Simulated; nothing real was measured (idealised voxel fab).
Process module in this document: voxel transistor to metal
The cross-section on display is named cut; it measures 270 nm wide, and its cells are 5 nm squares.
A cross-section in this document is a grid of square cells, and it is written down as bands, the top band listed before the ones below it; a band is made up of one or more rows of cells. The entry gives the band's vertical extent as a top height and a bottom height in nm, then its horizontal make-up as materials from left to right, each with a width in nm. "air" stands for empty space; a single material marked "full width" fills the band edge to edge. Heights are measured from 0, the level below which the as-received wafer is all one material; the lowest band has no bottom and continues downward, written as in "0 nm and below". Width: "30->40" (first number = top row, second number = bottom row, same change from row to row of cells). When a step is marked "no change", none of the cells in the cross-section changed during that step. If an empty space has no open way to the top and is at least 8 cells in size, "Voids, enclosed" lists it, written width x height at distance, where distance is measured from the left edge and every value is in nm. It should be noted that, on the line of a given step, the content following the step's settings is a remark produced by the simulator itself with respect to that step. overlay nm: on a step with a mask, how far right of its planned place the mask lay; negative means left.
**Intended process steps**
1: RECEIVE,material Si
2: CONFORMAL_DEP,material SiO2,thk nm 5
3: CONFORMAL_DEP,material SiN,thk nm 15
4: DIRECTIONAL_DEP,material aC,thk nm 15
5: PATTERN,tone cover,mask id ACTIVE,material resist,width nm 105,pitch nm 135,thk nm 30,overlay nm 0
6: DIRECTIONAL_ETCH,etch materials aC,depth nm 15
7: STRIP,etch materials resist
8: DIRECTIONAL_ETCH,etch materials SiN,depth nm 15
9: DIRECTIONAL_ETCH,etch materials SiO2,depth nm 5
10: DIRECTIONAL_ETCH,etch materials Si,depth nm 25
11: STRIP,etch materials aC
12: OXIDIZE,depth nm 5
13: FILL_DEP,material SiO2,thk nm 5
14: CMP,height nm 20
15: SELECTIVE_ETCH,etch materials SiO2,depth nm 5
16: STRIP,etch materials SiN
17: SELECTIVE_ETCH,etch materials SiO2,depth nm 5
18: OXIDIZE,depth nm 5
19: DIRECTIONAL_DEP,material polySi,thk nm 20
20: DIRECTIONAL_DEP,material SiCN,thk nm 10
21: MASKED_ETCH,tone cover,mask id GATE,width nm 25,pitch nm 135,etch materials SiCN,depth nm 20,overlay nm 0
22: MASKED_ETCH,tone cover,mask id GATE,width nm 25,pitch nm 135,etch materials polySi,depth nm 30,overlay nm 0
23: CONFORMAL_DEP,material SiN,thk nm 5
24: DIRECTIONAL_ETCH,etch materials SiN,depth nm 5
25: DIRECTIONAL_ETCH,etch materials SiO2,depth nm 5
26: DIRECTIONAL_ETCH,etch materials Si,depth nm 10
27: EPI,material pSi,thk nm 15
28: FILL_DEP,material SiO2,thk nm 10
29: CMP,height nm 30
30: DIRECTIONAL_DEP,material SiO2,thk nm 10
31: PATTERN,tone open,mask id CONTACT,material resist,width nm 25,thk nm 20,overlay nm 0
32: DIRECTIONAL_ETCH,etch materials SiO2,depth nm 40
33: STRIP,etch materials resist
34: CONFORMAL_DEP,material TiN,thk nm 5
35: FILL_DEP,material Ru,thk nm 5
36: CMP,height nm 40
37: CONFORMAL_DEP,material SiN,thk nm 5
38: DIRECTIONAL_DEP,material lowk,thk nm 25
39: PATTERN,tone open,mask id METAL_1,material resist,width nm 15,thk nm 20,overlay nm 0
40: DIRECTIONAL_ETCH,etch materials lowk,depth nm 25
41: DIRECTIONAL_ETCH,etch materials SiN,depth nm 5
42: STRIP,etch materials resist
43: CONFORMAL_DEP,material TiN,thk nm 5
44: FILL_DEP,material Ru,thk nm 5
45: CMP,height nm 70
46: CONFORMAL_DEP,material SiCN,thk nm 5
Keep in mind the plan's value for the thk nm of step 34 comes from the first wafer; the wafers don't share that setting, but they do share the same starting point.
**This is how the first of several wafers looked in cross-section when it arrived, which is after step 1**
    0 nm and below  Si full width
    Voids, enclosed: none
**Here is the cross-section of the first of several wafers at the end of the module, after its last step, step 46**
    75 nm to 70 nm  SiCN full width
    70 nm to 45 nm  lowk=25 / TiN=5 / Ru=5 / TiN=5 / lowk=55 / TiN=5 / Ru=5 / TiN=5 / lowk=50 / TiN=5 / Ru=5 / TiN=5 / lowk=55 / TiN=5 / Ru=5 / TiN=5 / lowk=25
    45 nm to 40 nm  SiN=25 / TiN=15 / SiN=55 / TiN=15 / SiN=50 / TiN=15 / SiN=55 / TiN=15 / SiN=25
    40 nm to 30 nm  SiO2=25 / TiN=5 / Ru=15 / TiN=5 / SiO2=35 / TiN=5 / Ru=15 / TiN=5 / SiO2=50 / TiN=5 / Ru=15 / TiN=5 / SiO2=35 / TiN=5 / Ru=15 / TiN=5 / SiO2=25
    30 nm to 20 nm  SiO2=25 / TiN=5 / Ru=15 / TiN=5 / SiN=5 / SiCN=25 / SiN=5 / TiN=5 / Ru=15 / TiN=5 / SiO2=50 / TiN=5 / Ru=15 / TiN=5 / SiN=5 / SiCN=25 / SiN=5 / TiN=5 / Ru=15 / TiN=5 / SiO2=25
    20 nm to 15 nm  SiO2=25 / TiN=5 / Ru=15 / TiN=5 / SiN=5 / polySi=25 / SiN=5 / TiN=5 / Ru=15 / TiN=5 / SiO2=50 / TiN=5 / Ru=15 / TiN=5 / SiN=5 / polySi=25 / SiN=5 / TiN=5 / Ru=15 / TiN=5 / SiO2=25
    15 nm to 10 nm  SiO2=25 / TiN=25 / SiN=5 / polySi=25 / SiN=5 / TiN=25 / SiO2=50 / TiN=25 / SiN=5 / polySi=25 / SiN=5 / TiN=25 / SiO2=25
    10 nm to 0 nm  SiO2=10 / SiN=5 / SiO2=10 / TiN=10 / pSi=15 / SiN=5 / polySi=25 / SiN=5 / pSi=15 / TiN=10 / SiO2=10 / SiN=5 / SiO2=20 / SiN=5 / SiO2=10 / TiN=10 / pSi=15 / SiN=5 / polySi=25 / SiN=5 / pSi=15 / TiN=10 / SiO2=10 / SiN=5 / SiO2=10
    0 nm to -5 nm  SiO2=15 / pSi=35 / SiO2=35 / pSi=35 / SiO2=30 / pSi=35 / SiO2=35 / pSi=35 / SiO2=15
    -5 nm to -15 nm  SiO2=20 / pSi=30 / Si=35 / pSi=30 / SiO2=40 / pSi=30 / Si=35 / pSi=30 / SiO2=20
    -15 nm to -30 nm  SiO2=20 / Si=95 / SiO2=40 / Si=95 / SiO2=20
    -30 nm and below  Si full width
    Voids, enclosed: none
**The last wafer as seen in cross-section at the end of the module**
    75 nm to 70 nm  SiCN full width
    70 nm to 45 nm  lowk=25 / TiN=5 / Ru=5 / TiN=5 / lowk=55 / TiN=5 / Ru=5 / TiN=5 / lowk=50 / TiN=5 / Ru=5 / TiN=5 / lowk=55 / TiN=5 / Ru=5 / TiN=5 / lowk=25
    45 nm to 40 nm  SiN=25 / TiN=15 / SiN=55 / TiN=15 / SiN=50 / TiN=15 / SiN=55 / TiN=15 / SiN=25
    40 nm to 30 nm  SiO2=25 / TiN=25 / SiO2=35 / TiN=25 / SiO2=50 / TiN=25 / SiO2=35 / TiN=25 / SiO2=25
    30 nm to 20 nm  SiO2=25 / TiN=25 / SiN=5 / SiCN=25 / SiN=5 / TiN=25 / SiO2=50 / TiN=25 / SiN=5 / SiCN=25 / SiN=5 / TiN=25 / SiO2=25
    20 nm to 10 nm  SiO2=25 / TiN=25 / SiN=5 / polySi=25 / SiN=5 / TiN=25 / SiO2=50 / TiN=25 / SiN=5 / polySi=25 / SiN=5 / TiN=25 / SiO2=25
    10 nm to 0 nm  SiO2=10 / SiN=5 / SiO2=10 / TiN=10 / pSi=15 / SiN=5 / polySi=25 / SiN=5 / pSi=15 / TiN=10 / SiO2=10 / SiN=5 / SiO2=20 / SiN=5 / SiO2=10 / TiN=10 / pSi=15 / SiN=5 / polySi=25 / SiN=5 / pSi=15 / TiN=10 / SiO2=10 / SiN=5 / SiO2=10
    0 nm to -5 nm  SiO2=15 / pSi=35 / SiO2=35 / pSi=35 / SiO2=30 / pSi=35 / SiO2=35 / pSi=35 / SiO2=15
    -5 nm to -15 nm  SiO2=20 / pSi=30 / Si=35 / pSi=30 / SiO2=40 / pSi=30 / Si=35 / pSi=30 / SiO2=20
    -15 nm to -30 nm  SiO2=20 / Si=95 / SiO2=40 / Si=95 / SiO2=20
    -30 nm and below  Si full width
    Voids, enclosed: none
**The following table contains a row per wafer, in which are reported, at the conclusion of the module, the cells of each material gained (+) or lost (-) since the wafer's receipt, with its closed voids given thereafter**
thk nm 5 | +80 Ru | -182 Si | +74 SiCN | +74 SiN | +286 SiO2 | +128 TiN | +210 lowk | +100 pSi | +40 polySi | Voids, enclosed: none
thk nm 10 | +36 Ru | -182 Si | +74 SiCN | +74 SiN | +286 SiO2 | +172 TiN | +210 lowk | +100 pSi | +40 polySi | Voids, enclosed: none
thk nm 15 | +20 Ru | -182 Si | +74 SiCN | +74 SiN | +286 SiO2 | +188 TiN | +210 lowk | +100 pSi | +40 polySi | Voids, enclosed: none
thk nm 20 | +20 Ru | -182 Si | +74 SiCN | +74 SiN | +286 SiO2 | +188 TiN | +210 lowk | +100 pSi | +40 polySi | Voids, enclosed: none
